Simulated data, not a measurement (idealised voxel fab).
You're looking at the process module voxel transistor to metal.
cross-section cut | 200 nm wide | cells 5 nm
Cross-section format: a grid of square cells, given as bands from top to bottom; each band is one or more rows of cells. Each band's line starts with the height of the band's top and of its bottom, in nm. Then come its materials from left to right, each with its width in nm. One material with "all across" fills the band from edge to edge. "empty" is empty space. It should be noted that heights are counted from 0, beneath which the wafer as supplied is of one material throughout, and that the lowest band possesses no lower boundary but continues downward, as written in "0 -> down". Width spec "30..40" -> top row of cells at first value, bottom row at second value, equal per-row change in between. "no alterations made" after a step means that no cell of the cross-section changed. Enclosed voids (no open way to top), threshold 8 cells or more, entry "Unvented cavities", notation width x height at distance, distance from left edge, nm. Post-settings text on a step line: simulator's own remark regarding the step. For masked steps, "overlay nm" on the step line gives how far right of plan the mask actually lay; a minus sign means it lay to the left.
PROCESS STEPS FORESEEN IN THE PLAN
1. RECEIVE, material Si
2. CONFORMAL_DEP, material SiO2, thk nm 5
3. CONFORMAL_DEP, material SiN, thk nm 15
4. PATTERN, tone cover, mask id ACTIVE, material resist, width nm 105, thk nm 15, overlay nm 0
5. DIRECTIONAL_ETCH, etch materials SiN, depth nm 15
6. DIRECTIONAL_ETCH, etch materials SiO2, depth nm 5
7. DIRECTIONAL_ETCH, etch materials Si, depth nm 35
8. STRIP, etch materials resist
9. OXIDIZE, depth nm 5
10. FILL_DEP, material SiO2, thk nm 5
11. CMP, height nm 20
12. SELECTIVE_ETCH, etch materials SiO2, depth nm 15
13. STRIP, etch materials SiN
14. SELECTIVE_ETCH, etch materials SiO2, depth nm 5
15. OXIDIZE, depth nm 5
16. DIRECTIONAL_DEP, material polySi, thk nm 30
17. DIRECTIONAL_DEP, material SiCN, thk nm 15
18. DIRECTIONAL_DEP, material aC, thk nm 15
19. PATTERN, tone cover, mask id GATE, material resist, width nm 15, thk nm 30, overlay nm 0
20. DIRECTIONAL_ETCH, etch materials aC, depth nm 15
21. STRIP, etch materials resist
22. DIRECTIONAL_ETCH, etch materials SiCN, depth nm 25
23. DIRECTIONAL_ETCH, etch materials polySi, depth nm 40
24. STRIP, etch materials aC
25. CONFORMAL_DEP, material SiN, thk nm 10
26. DIRECTIONAL_ETCH, etch materials SiN, depth nm 10
27. DIRECTIONAL_ETCH, etch materials SiO2, depth nm 5
28. DIRECTIONAL_ETCH, etch materials Si, depth nm 10
29. EPI, material pSi, thk nm 15
30. FILL_DEP, material SiO2, thk nm 5
31. CMP, height nm 45
32. DIRECTIONAL_DEP, material SiO2, thk nm 10
33. MASKED_ETCH, tone open, mask id CONTACT, width nm 20, pitch nm 75, etch materials SiO2, depth nm 55, overlay nm 0
34. CONFORMAL_DEP, material TiN, thk nm 5
35. FILL_DEP, material Ru, thk nm 10
36. CMP, height nm 55
37. CONFORMAL_DEP, material SiCN, thk nm 5
38. DIRECTIONAL_DEP, material SiO2, thk nm 20
39. MASKED_ETCH, tone open, mask id METAL_1, width nm 20, pitch nm 75, etch materials SiO2, depth nm 20, overlay nm 0
40. MASKED_ETCH, tone open, mask id METAL_1, width nm 20, pitch nm 75, etch materials SiCN, depth nm 5, overlay nm 0
41. CONFORMAL_DEP, material TiN, thk nm 5
42. FILL_DEP, material Cu, thk nm 5
43. CMP, height nm 80
44. CONFORMAL_DEP, material SiCN, thk nm 5
45. DIRECTIONAL_DEP, material lowk, thk nm 35
46. PATTERN, tone open, mask id METAL_2, material resist, width nm 20, pitch nm 75, thk nm 15, overlay nm 0
47. DIRECTIONAL_ETCH, etch materials lowk, depth nm 20
48. STRIP, etch materials resist
49. MASKED_ETCH, tone open, mask id METAL_2_HOLES, width nm 15, pitch nm 75, etch materials lowk, depth nm 15, overlay nm 0
50. MASKED_ETCH, tone open, mask id METAL_2_HOLES, width nm 15, pitch nm 75, etch materials SiCN, depth nm 5, overlay nm 0
51. CONFORMAL_DEP, material TiN, thk nm 5
52. FILL_DEP, material Ru, thk nm 5
53. CMP, height nm 120
54. CONFORMAL_DEP, material SiN, thk nm 5
INCOMING WAFER, CROSS-SECTIONAL VIEW, POST STEP 1
    0 -> down: Si all across
    Unvented cavities: none
FIRST OF TWO WAFERS, END-OF-MODULE SECTION, RUN FOLLOWED PLAN
    125 -> 120: SiN all across
    120 -> 105: lowk 50 nm, then TiN 5 nm, then Ru 10 nm, then TiN 5 nm, then lowk 55 nm, then TiN 5 nm, then Ru 10 nm, then TiN 5 nm, then lowk 55 nm
    105 -> 100: lowk 50 nm, then TiN 5 nm, then Ru 5 nm, then TiN 10 nm, then lowk 55 nm, then TiN 5 nm, then Ru 5 nm, then TiN 10 nm, then lowk 55 nm
    100 -> 85: lowk 50 nm, then TiN 5 nm, then Ru 5 nm, then TiN 5 nm, then lowk 60 nm, then TiN 5 nm, then Ru 5 nm, then TiN 5 nm, then lowk 60 nm
    85 -> 80: SiCN 50 nm, then TiN 15 nm, then SiCN 60 nm, then TiN 15 nm, then SiCN 60 nm
    80 -> 60: SiO2 50 nm, then TiN 5 nm, then Cu 10 nm, then TiN 5 nm, then SiO2 55 nm, then TiN 5 nm, then Cu 10 nm, then TiN 5 nm, then SiO2 55 nm
    60 -> 55: SiCN 50 nm, then TiN 20 nm, then SiCN 55 nm, then TiN 20 nm, then SiCN 55 nm
    55 -> 45: SiO2 50 nm, then TiN 5 nm, then Ru 10 nm, then TiN 5 nm, then SiO2 55 nm, then TiN 5 nm, then Ru 10 nm, then TiN 5 nm, then SiO2 55 nm
    45 -> 30: SiO2 50 nm, then TiN 5 nm, then Ru 10 nm, then TiN 5 nm, then SiO2 10 nm, then SiN 10 nm, then SiCN 15 nm, then SiN 10 nm, then SiO2 10 nm, then TiN 5 nm, then Ru 10 nm, then TiN 5 nm, then SiO2 55 nm
    30 -> 15: SiO2 50 nm, then TiN 5 nm, then Ru 10 nm, then TiN 5 nm, then SiO2 10 nm, then SiN 10 nm, then polySi 15 nm, then SiN 10 nm, then SiO2 10 nm, then TiN 5 nm, then Ru 10 nm, then TiN 5 nm, then SiO2 55 nm
    15 -> 10: SiO2 50 nm, then TiN 5 nm, then Ru 5 nm, then TiN 10 nm, then SiO2 10 nm, then SiN 10 nm, then polySi 15 nm, then SiN 10 nm, then SiO2 10 nm, then TiN 10 nm, then Ru 5 nm, then TiN 5 nm, then SiO2 55 nm
    10 -> 5: SiO2 50 nm, then TiN 5 nm, then Ru 5 nm, then TiN 5 nm, then pSi 15 nm, then SiN 10 nm, then polySi 15 nm, then SiN 10 nm, then pSi 15 nm, then TiN 5 nm, then Ru 5 nm, then TiN 5 nm, then SiO2 55 nm
    5 -> 0: SiO2 50 nm, then TiN 15 nm, then pSi 15 nm, then SiN 10 nm, then polySi 15 nm, then SiN 10 nm, then pSi 15 nm, then TiN 15 nm, then SiO2 55 nm
    0 -> -5: SiO2 45 nm, then pSi 35 nm, then SiO2 35 nm, then pSi 35 nm, then SiO2 50 nm
    -5 -> -15: SiO2 50 nm, then pSi 30 nm, then Si 35 nm, then pSi 30 nm, then SiO2 55 nm
    -15 -> -40: SiO2 50 nm, then Si 95 nm, then SiO2 55 nm
    -40 -> down: Si all across
    Unvented cavities: none
SAME START, SAME PLAN AS THE FIRST WAFER - BUT ONE MISTAKE IN THE RUN. CROSS-SECTION OF THE SECOND OF THE TWO AT THE END OF THE MODULE
    125 -> 120: SiN all across
    120 -> 115: SiCN 50 nm, then TiN 15 nm, then SiCN 60 nm, then TiN 15 nm, then SiCN 60 nm
    115 -> 80: lowk all across
    80 -> 60: SiO2 50 nm, then TiN 5 nm, then Cu 10 nm, then TiN 5 nm, then SiO2 55 nm, then TiN 5 nm, then Cu 10 nm, then TiN 5 nm, then SiO2 55 nm
    60 -> 55: SiCN 50 nm, then TiN 20 nm, then SiCN 55 nm, then TiN 20 nm, then SiCN 55 nm
    55 -> 45: SiO2 50 nm, then TiN 5 nm, then Ru 10 nm, then TiN 5 nm, then SiO2 55 nm, then TiN 5 nm, then Ru 10 nm, then TiN 5 nm, then SiO2 55 nm
    45 -> 30: SiO2 50 nm, then TiN 5 nm, then Ru 10 nm, then TiN 5 nm, then SiO2 10 nm, then SiN 10 nm, then SiCN 15 nm, then SiN 10 nm, then SiO2 10 nm, then TiN 5 nm, then Ru 10 nm, then TiN 5 nm, then SiO2 55 nm
    30 -> 15: SiO2 50 nm, then TiN 5 nm, then Ru 10 nm, then TiN 5 nm, then SiO2 10 nm, then SiN 10 nm, then polySi 15 nm, then SiN 10 nm, then SiO2 10 nm, then TiN 5 nm, then Ru 10 nm, then TiN 5 nm, then SiO2 55 nm
    15 -> 10: SiO2 50 nm, then TiN 5 nm, then Ru 5 nm, then TiN 10 nm, then SiO2 10 nm, then SiN 10 nm, then polySi 15 nm, then SiN 10 nm, then SiO2 10 nm, then TiN 10 nm, then Ru 5 nm, then TiN 5 nm, then SiO2 55 nm
    10 -> 5: SiO2 50 nm, then TiN 5 nm, then Ru 5 nm, then TiN 5 nm, then pSi 15 nm, then SiN 10 nm, then polySi 15 nm, then SiN 10 nm, then pSi 15 nm, then TiN 5 nm, then Ru 5 nm, then TiN 5 nm, then SiO2 55 nm
    5 -> 0: SiO2 50 nm, then TiN 15 nm, then pSi 15 nm, then SiN 10 nm, then polySi 15 nm, then SiN 10 nm, then pSi 15 nm, then TiN 15 nm, then SiO2 55 nm
    0 -> -5: SiO2 45 nm, then pSi 35 nm, then SiO2 35 nm, then pSi 35 nm, then SiO2 50 nm
    -5 -> -15: SiO2 50 nm, then pSi 30 nm, then Si 35 nm, then pSi 30 nm, then SiO2 55 nm
    -15 -> -40: SiO2 50 nm, then Si 95 nm, then SiO2 55 nm
    -40 -> down: Si all across
    Unvented cavities: none
Diagnosis: so 44 and 45 got swapped relative to the plan, each ran where the other was supposed to
Upon completion, the second wafer contains, in terms of cells, a greater or smaller amount of certain materials than the first wafer: Ru -20; TiN -30; lowk +50
